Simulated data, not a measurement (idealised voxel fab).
Title: Process Module voxel gate over fins
Xsec cut, 160 nm wide, square cell size 5 nm.
Just so we're on the same page, the cross-sections are grids of square cells, and they're listed out in bands top to bottom, each band one or more rows deep.
A band entry consists of two parts. The first gives the height of the band's top and the height of its bottom, in nm. The rest lists the band's materials from left to right, each with its width in nm. A single material labelled with the word "all across" fills the band from edge to edge, and the word "blank" marks empty space.
Height 0 is the level under which the wafer as received is all one material. The lowest band goes on downwards, as in "from 0 down".
The notation "30 to 40" denotes a width that varies across the rows of cells in the band, beginning at the first number in the top row, finishing at the second number in the bottom row, and changing by an identical amount from each row to the next.
"everything unchanged" after a step means that no cell of the cross-section changed.
Enclosed voids (no open way to top), threshold 8 cells or more, entry "Enclosed voids", notation width x height at distance, distance from left edge, nm.
Note: text after step settings on the step line = simulator remark on that step.
overlay nm: on a step with a mask, how far right of its planned place the mask lay; negative means left.
Pairs, read this way: before one process step on the one hand, after it on the other, the after cross-section ending at the lowest band that changed; the step between, settings included, beneath. Same starting wafer throughout, but possibly different runs of this module, so no pair continues from the pair above unless its entry headed "Cross-section, before" says so.

### Cross-section, before
* from 15 to 10 = 35 nm blank, then 25 nm HfO2, then 35 nm blank, then 25 nm HfO2, then 40 nm blank
* from 10 to 0 = 35 nm blank, then 5 nm HfO2, then 15 nm SiN, then 5 nm HfO2, then 35 nm blank, then 5 nm HfO2, then 15 nm SiN, then 5 nm HfO2, then 40 nm blank
* from 0 to -5 = 35 nm blank, then 10 nm HfO2, then 5 nm Si, then 10 nm HfO2, then 35 nm blank, then 10 nm HfO2, then 5 nm Si, then 10 nm HfO2, then 40 nm blank
* from -5 to -35 = 40 nm blank, then 5 nm HfO2, then 5 nm Si, then 5 nm HfO2, then 45 nm blank, then 5 nm HfO2, then 5 nm Si, then 5 nm HfO2, then 45 nm blank
* from -35 to -40 = 45 nm HfO2, then 5 nm Si, then 55 nm HfO2, then 5 nm Si, then 50 nm HfO2
* from -40 down = Si all across
* Enclosed voids: none

### Post-Step Cross-Section
* from 20 to 15 = 30 nm blank, then 35 nm TiN, then 25 nm blank, then 35 nm TiN, then 35 nm blank
* from 15 to 10 = 30 nm blank, then 5 nm TiN, then 25 nm HfO2, then 5 nm TiN, then 25 nm blank, then 5 nm TiN, then 25 nm HfO2, then 5 nm TiN, then 35 nm blank
* from 10 to 0 = 30 nm blank, then 5 nm TiN, then 5 nm HfO2, then 15 nm SiN, then 5 nm HfO2, then 5 nm TiN, then 25 nm blank, then 5 nm TiN, then 5 nm HfO2, then 15 nm SiN, then 5 nm HfO2, then 5 nm TiN, then 35 nm blank
* from 0 to -10 = 30 nm blank, then 5 to 10 nm TiN, then 10 to 5 nm HfO2, then 5 nm Si, then 10 to 5 nm HfO2, then 5 to 10 nm TiN, then 25 nm blank, then 5 to 10 nm TiN, then 10 to 5 nm HfO2, then 5 nm Si, then 10 to 5 nm HfO2, then 5 to 10 nm TiN, then 35 nm blank
* from -10 to -30 = 35 nm blank, then 5 nm TiN, then 5 nm HfO2, then 5 nm Si, then 5 nm HfO2, then 5 nm TiN, then 35 nm blank, then 5 nm TiN, then 5 nm HfO2, then 5 nm Si, then 5 nm HfO2, then 5 nm TiN, then 40 nm blank
* from -30 to -35 = 40 nm TiN, then 5 nm HfO2, then 5 nm Si, then 5 nm HfO2, then 45 nm TiN, then 5 nm HfO2, then 5 nm Si, then 5 nm HfO2, then 45 nm TiN
* At heights below -35, the structure remains unaltered.
* Enclosed voids: none
Between before and after, shown above: CONFORMAL_DEP,material TiN,thk nm 5

Cross-section, before: cross-section not repeated; it is the one shown after the step in the pair just above.

### Post-Step Cross-Section
* from 25 to 20 = 25 nm blank, then 45 nm TiAl, then 15 nm blank, then 45 nm TiAl, then 30 nm blank
* from 20 to 15 = 25 nm blank, then 5 nm TiAl, then 35 nm TiN, then 5 nm TiAl, then 15 nm blank, then 5 nm TiAl, then 35 nm TiN, then 5 nm TiAl, then 30 nm blank
* from 15 to 10 = 25 nm blank, then 5 nm TiAl, then 5 nm TiN, then 25 nm HfO2, then 5 nm TiN, then 5 nm TiAl, then 15 nm blank, then 5 nm TiAl, then 5 nm TiN, then 25 nm HfO2, then 5 nm TiN, then 5 nm TiAl, then 30 nm blank
* from 10 to 0 = 25 nm blank, then 5 nm TiAl, then 5 nm TiN, then 5 nm HfO2, then 15 nm SiN, then 5 nm HfO2, then 5 nm TiN, then 5 nm TiAl, then 15 nm blank, then 5 nm TiAl, then 5 nm TiN, then 5 nm HfO2, then 15 nm SiN, then 5 nm HfO2, then 5 nm TiN, then 5 nm TiAl, then 30 nm blank
* from 0 to -10 = 25 nm blank, then 5 nm TiAl, then 5 to 10 nm TiN, then 10 to 5 nm HfO2, then 5 nm Si, then 10 to 5 nm HfO2, then 5 to 10 nm TiN, then 5 nm TiAl, then 15 nm blank, then 5 nm TiAl, then 5 to 10 nm TiN, then 10 to 5 nm HfO2, then 5 nm Si, then 10 to 5 nm HfO2, then 5 to 10 nm TiN, then 5 nm TiAl, then 30 nm blank
* from -10 to -15 = 25 nm blank, then 10 nm TiAl, then 5 nm TiN, then 5 nm HfO2, then 5 nm Si, then 5 nm HfO2, then 5 nm TiN, then 10 nm TiAl, then 15 nm blank, then 10 nm TiAl, then 5 nm TiN, then 5 nm HfO2, then 5 nm Si, then 5 nm HfO2, then 5 nm TiN, then 10 nm TiAl, then 30 nm blank
* from -15 to -25 = 30 nm blank, then 5 nm TiAl, then 5 nm TiN, then 5 nm HfO2, then 5 nm Si, then 5 nm HfO2, then 5 nm TiN, then 5 nm TiAl, then 25 nm blank, then 5 nm TiAl, then 5 nm TiN, then 5 nm HfO2, then 5 nm Si, then 5 nm HfO2, then 5 nm TiN, then 5 nm TiAl, then 35 nm blank
* from -25 to -30 = 35 nm TiAl, then 5 nm TiN, then 5 nm HfO2, then 5 nm Si, then 5 nm HfO2, then 5 nm TiN, then 35 nm TiAl, then 5 nm TiN, then 5 nm HfO2, then 5 nm Si, then 5 nm HfO2, then 5 nm TiN, then 40 nm TiAl
* At heights below -30, the structure remains unaltered.
* Enclosed voids: none
Between before and after, shown above: CONFORMAL_DEP,material TiAl,thk nm 5

Cross-section, before: cross-section not repeated; it is the one shown after the step in the pair just above.

### Post-Step Cross-Section
* from 30 to 25 = 20 nm blank, then 55 nm TiN, then 5 nm blank, then 55 nm TiN, then 25 nm blank
* from 25 to 20 = 20 nm blank, then 5 nm TiN, then 45 nm TiAl, then 5 nm TiN, then 5 nm blank, then 5 nm TiN, then 45 nm TiAl, then 5 nm TiN, then 25 nm blank
* from 20 to 15 = 20 nm blank, then 5 nm TiN, then 5 nm TiAl, then 35 nm TiN, then 5 nm TiAl, then 5 nm TiN, then 5 nm blank, then 5 nm TiN, then 5 nm TiAl, then 35 nm TiN, then 5 nm TiAl, then 5 nm TiN, then 25 nm blank
* from 15 to 10 = 20 nm blank, then 5 nm TiN, then 5 nm TiAl, then 5 nm TiN, then 25 nm HfO2, then 5 nm TiN, then 5 nm TiAl, then 5 nm TiN, then 5 nm blank, then 5 nm TiN, then 5 nm TiAl, then 5 nm TiN, then 25 nm HfO2, then 5 nm TiN, then 5 nm TiAl, then 5 nm TiN, then 25 nm blank
* from 10 to 0 = 20 nm blank, then 5 nm TiN, then 5 nm TiAl, then 5 nm TiN, then 5 nm HfO2, then 15 nm SiN, then 5 nm HfO2, then 5 nm TiN, then 5 nm TiAl, then 5 nm TiN, then 5 nm blank, then 5 nm TiN, then 5 nm TiAl, then 5 nm TiN, then 5 nm HfO2, then 15 nm SiN, then 5 nm HfO2, then 5 nm TiN, then 5 nm TiAl, then 5 nm TiN, then 25 nm blank
* from 0 to -10 = 20 nm blank, then 5 nm TiN, then 5 nm TiAl, then 5 to 10 nm TiN, then 10 to 5 nm HfO2, then 5 nm Si, then 10 to 5 nm HfO2, then 5 to 10 nm TiN, then 5 nm TiAl, then 5 nm TiN, then 5 nm blank, then 5 nm TiN, then 5 nm TiAl, then 5 to 10 nm TiN, then 10 to 5 nm HfO2, then 5 nm Si, then 10 to 5 nm HfO2, then 5 to 10 nm TiN, then 5 nm TiAl, then 5 nm TiN, then 25 nm blank
* from -10 to -20 = 20 nm blank, then 5 to 10 nm TiN, then 10 to 5 nm TiAl, then 5 nm TiN, then 5 nm HfO2, then 5 nm Si, then 5 nm HfO2, then 5 nm TiN, then 10 to 5 nm TiAl, then 5 to 10 nm TiN, then 5 nm blank, then 5 to 10 nm TiN, then 10 to 5 nm TiAl, then 5 nm TiN, then 5 nm HfO2, then 5 nm Si, then 5 nm HfO2, then 5 nm TiN, then 10 to 5 nm TiAl, then 5 to 10 nm TiN, then 25 nm blank
* from -20 to -25 = 30 nm TiN, then 5 nm TiAl, then 5 nm TiN, then 5 nm HfO2, then 5 nm Si, then 5 nm HfO2, then 5 nm TiN, then 5 nm TiAl, then 25 nm TiN, then 5 nm TiAl, then 5 nm TiN, then 5 nm HfO2, then 5 nm Si, then 5 nm HfO2, then 5 nm TiN, then 5 nm TiAl, then 35 nm TiN
* At heights below -25, the structure remains unaltered.
* Enclosed voids: none
Between before and after, shown above: CONFORMAL_DEP,material TiN,thk nm 5

Cross-section, before: cross-section not repeated; it is the one shown after the step in the pair just above.

### Post-Step Cross-Section
* from 40 to 30 = W all across
* from 30 to 25 = 20 nm W, then 55 nm TiN, then 5 nm W, then 55 nm TiN, then 25 nm W
* from 25 to 20 = 20 nm W, then 5 nm TiN, then 45 nm TiAl, then 5 nm TiN, then 5 nm W, then 5 nm TiN, then 45 nm TiAl, then 5 nm TiN, then 25 nm W
* from 20 to 15 = 20 nm W, then 5 nm TiN, then 5 nm TiAl, then 35 nm TiN, then 5 nm TiAl, then 5 nm TiN, then 5 nm W, then 5 nm TiN, then 5 nm TiAl, then 35 nm TiN, then 5 nm TiAl, then 5 nm TiN, then 25 nm W
* from 15 to 10 = 20 nm W, then 5 nm TiN, then 5 nm TiAl, then 5 nm TiN, then 25 nm HfO2, then 5 nm TiN, then 5 nm TiAl, then 5 nm TiN, then 5 nm W, then 5 nm TiN, then 5 nm TiAl, then 5 nm TiN, then 25 nm HfO2, then 5 nm TiN, then 5 nm TiAl, then 5 nm TiN, then 25 nm W
* from 10 to 0 = 20 nm W, then 5 nm TiN, then 5 nm TiAl, then 5 nm TiN, then 5 nm HfO2, then 15 nm SiN, then 5 nm HfO2, then 5 nm TiN, then 5 nm TiAl, then 5 nm TiN, then 5 nm W, then 5 nm TiN, then 5 nm TiAl, then 5 nm TiN, then 5 nm HfO2, then 15 nm SiN, then 5 nm HfO2, then 5 nm TiN, then 5 nm TiAl, then 5 nm TiN, then 25 nm W
* from 0 to -10 = 20 nm W, then 5 nm TiN, then 5 nm TiAl, then 5 to 10 nm TiN, then 10 to 5 nm HfO2, then 5 nm Si, then 10 to 5 nm HfO2, then 5 to 10 nm TiN, then 5 nm TiAl, then 5 nm TiN, then 5 nm W, then 5 nm TiN, then 5 nm TiAl, then 5 to 10 nm TiN, then 10 to 5 nm HfO2, then 5 nm Si, then 10 to 5 nm HfO2, then 5 to 10 nm TiN, then 5 nm TiAl, then 5 nm TiN, then 25 nm W
* from -10 to -20 = 20 nm W, then 5 to 10 nm TiN, then 10 to 5 nm TiAl, then 5 nm TiN, then 5 nm HfO2, then 5 nm Si, then 5 nm HfO2, then 5 nm TiN, then 10 to 5 nm TiAl, then 5 to 10 nm TiN, then 5 nm W, then 5 to 10 nm TiN, then 10 to 5 nm TiAl, then 5 nm TiN, then 5 nm HfO2, then 5 nm Si, then 5 nm HfO2, then 5 nm TiN, then 10 to 5 nm TiAl, then 5 to 10 nm TiN, then 25 nm W
* At heights below -20, the structure remains unaltered.
* Enclosed voids: none
Between before and after, shown above: FILL_DEP,material W,thk nm 10

Cross-section, before: cross-section not repeated; it is the one shown after the step in the pair just above.

### Post-Step Cross-Section
* from 25 to 20 = 20 nm W, then 5 nm TiN, then 45 nm TiAl, then 5 nm TiN, then 5 nm W, then 5 nm TiN, then 45 nm TiAl, then 5 nm TiN, then 25 nm W
* At heights below 20, the structure remains unaltered.
* Enclosed voids: none
Between before and after, shown above: CMP,height nm 25

Cross-section, before: cross-section not repeated; it is the one shown after the step in the pair just above.

### Post-Step Cross-Section
* from 35 to 25 = SiN all across
* At heights below 25, the structure remains unaltered.
* Enclosed voids: none
Between before and after, shown above: CONFORMAL_DEP,material SiN,thk nm 10

### Cross-section, before
* from 10 to 0 = SiN all across
* from 0 down = Si all across
* Enclosed voids: none

### Post-Step Cross-Section
* from 10 to 0 = 40 nm SiN, then 15 nm blank, then 45 nm SiN, then 15 nm blank, then 45 nm SiN
* At heights below 0, the structure remains unaltered.
* Enclosed voids: none
Between before and after, shown above: MASKED_ETCH,tone open,mask id FINS,width nm 15,pitch nm 60,etch materials SiN,depth nm 10,overlay nm 0

Cross-section, before: cross-section not repeated; it is the one shown after the step in the pair just above.

### Post-Step Cross-Section
* from 10 to 0 = 40 nm SiN, then 15 nm blank, then 45 nm SiN, then 15 nm blank, then 45 nm SiN
* from 0 to -5 = 35 nm Si, then 25 nm SiO2, then 35 nm Si, then 25 nm SiO2, then 40 nm Si
* At heights below -5, the structure remains unaltered.
* Enclosed voids: none
Between before and after, shown above: OXIDIZE,depth nm 5

Cross-section, before: cross-section not repeated; it is the one shown after the step in the pair just above.

### Post-Step Cross-Section
* from 25 to 10 = SiO2 all across
* from 10 to 0 = 40 nm SiN, then 15 nm SiO2, then 45 nm SiN, then 15 nm SiO2, then 45 nm SiN
* At heights below 0, the structure remains unaltered.
* Enclosed voids: none
Between before and after, shown above: FILL_DEP,material SiO2,thk nm 15

Cross-section, before: cross-section not repeated; it is the one shown after the step in the pair just above.

### Post-Step Cross-Section
* from 10 to 0 = 40 nm SiN, then 15 nm SiO2, then 45 nm SiN, then 15 nm SiO2, then 45 nm SiN
* At heights below 0, the structure remains unaltered.
* Enclosed voids: none
Between before and after, shown above: CMP,height nm 10

Cross-section, before: cross-section not repeated; it is the one shown after the step in the pair just above.

### Post-Step Cross-Section
* from 15 to 10 = TiN all across
* At heights below 10, the structure remains unaltered.
* Enclosed voids: none
Between before and after, shown above: CONFORMAL_DEP,material TiN,thk nm 5

Cross-section, before: cross-section not repeated; it is the one shown after the step in the pair just above.

### Post-Step Cross-Section
* from 20 to 15 = Ru all across
* At heights below 15, the structure remains unaltered.
* Enclosed voids: none
Between before and after, shown above: FILL_DEP,material Ru,thk nm 5

Cross-section, before: cross-section not repeated; it is the one shown after the step in the pair just above.

### Post-Step Cross-Section
* from 10 to 0 = 40 nm SiN, then 15 nm SiO2, then 45 nm SiN, then 15 nm SiO2, then 45 nm SiN
* At heights below 0, the structure remains unaltered.
* Enclosed voids: none
Between before and after, shown above: CMP,height nm 10

Cross-section, before: cross-section not repeated; it is the one shown after the step in the pair just above.

### Post-Step Cross-Section
* from 15 to 10 = SiO2 all across
* At heights below 10, the structure remains unaltered.
* Enclosed voids: none
Between before and after, shown above: FILL_DEP,material SiO2,thk nm 5

Cross-section, before: cross-section not repeated; it is the one shown after the step in the pair just above.

### Post-Step Cross-Section
* from 10 to 0 = 40 nm SiN, then 15 nm SiO2, then 45 nm SiN, then 15 nm SiO2, then 45 nm SiN
* At heights below 0, the structure remains unaltered.
* Enclosed voids: none
Between before and after, shown above: CMP,height nm 10

Cross-section, before: cross-section not repeated; it is the one shown after the step in the pair just above.

### Post-Step Cross-Section
* from 10 to 0 = 40 nm SiN, then 15 nm blank, then 45 nm SiN, then 15 nm blank, then 45 nm SiN
* from 0 to -5 = 35 nm Si, then 25 nm blank, then 35 nm Si, then 25 nm blank, then 40 nm Si
* At heights below -5, the structure remains unaltered.
* Enclosed voids: none
Between before and after, shown above: SELECTIVE_ETCH,etch materials SiO2,depth nm 20

Cross-section, before: cross-section not repeated; it is the one shown after the step in the pair just above.

### Post-Step Cross-Section
* from 0 to -5 = 35 nm Si, then 25 nm blank, then 35 nm Si, then 25 nm blank, then 40 nm Si
* At heights below -5, the structure remains unaltered.
* Enclosed voids: none
Between before and after, shown above: STRIP,etch materials SiN

Cross-section, before: cross-section not repeated; it is the one shown after the step in the pair just above.

### Post-Step Cross-Section
* from 5 to 0 = 40 nm HfO2, then 15 nm blank, then 45 nm HfO2, then 15 nm blank, then 45 nm HfO2
* from 0 to -5 = 35 nm Si, then 25 nm HfO2, then 35 nm Si, then 25 nm HfO2, then 40 nm Si
* At heights below -5, the structure remains unaltered.
* Enclosed voids: none
Between before and after, shown above: CONFORMAL_DEP,material HfO2,thk nm 5

Cross-section, before: cross-section not repeated; it is the one shown after the step in the pair just above.

### Post-Step Cross-Section
* from 10 to 5 = 45 nm TiN, then 5 nm blank, then 55 nm TiN, then 5 nm blank, then 50 nm TiN
* from 5 to 0 = 40 nm HfO2, then 15 nm TiN, then 45 nm HfO2, then 15 nm TiN, then 45 nm HfO2
* At heights below 0, the structure remains unaltered.
* Enclosed voids: none
Between before and after, shown above: CONFORMAL_DEP,material TiN,thk nm 5

Cross-section, before: cross-section not repeated; it is the one shown after the step in the pair just above.

### Post-Step Cross-Section
* from 15 to 10 = TiAl all across
* from 10 to 5 = 45 nm TiN, then 5 nm TiAl, then 55 nm TiN, then 5 nm TiAl, then 50 nm TiN
* At heights below 5, the structure remains unaltered.
* Enclosed voids: none
Between before and after, shown above: CONFORMAL_DEP,material TiAl,thk nm 5

Cross-section, before: cross-section not repeated; it is the one shown after the step in the pair just above.

### Post-Step Cross-Section
* from 20 to 15 = TiN all across
* At heights below 15, the structure remains unaltered.
* Enclosed voids: none
Between before and after, shown above: CONFORMAL_DEP,material TiN,thk nm 5

Cross-section, before: cross-section not repeated; it is the one shown after the step in the pair just above.

### Post-Step Cross-Section
* from 30 to 20 = W all across
* At heights below 20, the structure remains unaltered.
* Enclosed voids: none
Between before and after, shown above: FILL_DEP,material W,thk nm 10

Cross-section, before: cross-section not repeated; it is the one shown after the step in the pair just above.

### Post-Step Cross-Section
* from 25 to 20 = W all across
* At heights below 20, the structure remains unaltered.
* Enclosed voids: none
Between before and after, shown above: CMP,height nm 25

Cross-section, before: cross-section not repeated; it is the one shown after the step in the pair just above.

### Post-Step Cross-Section
* from 35 to 25 = SiN all across
* At heights below 25, the structure remains unaltered.
* Enclosed voids: none
Between before and after, shown above: CONFORMAL_DEP,material SiN,thk nm 10
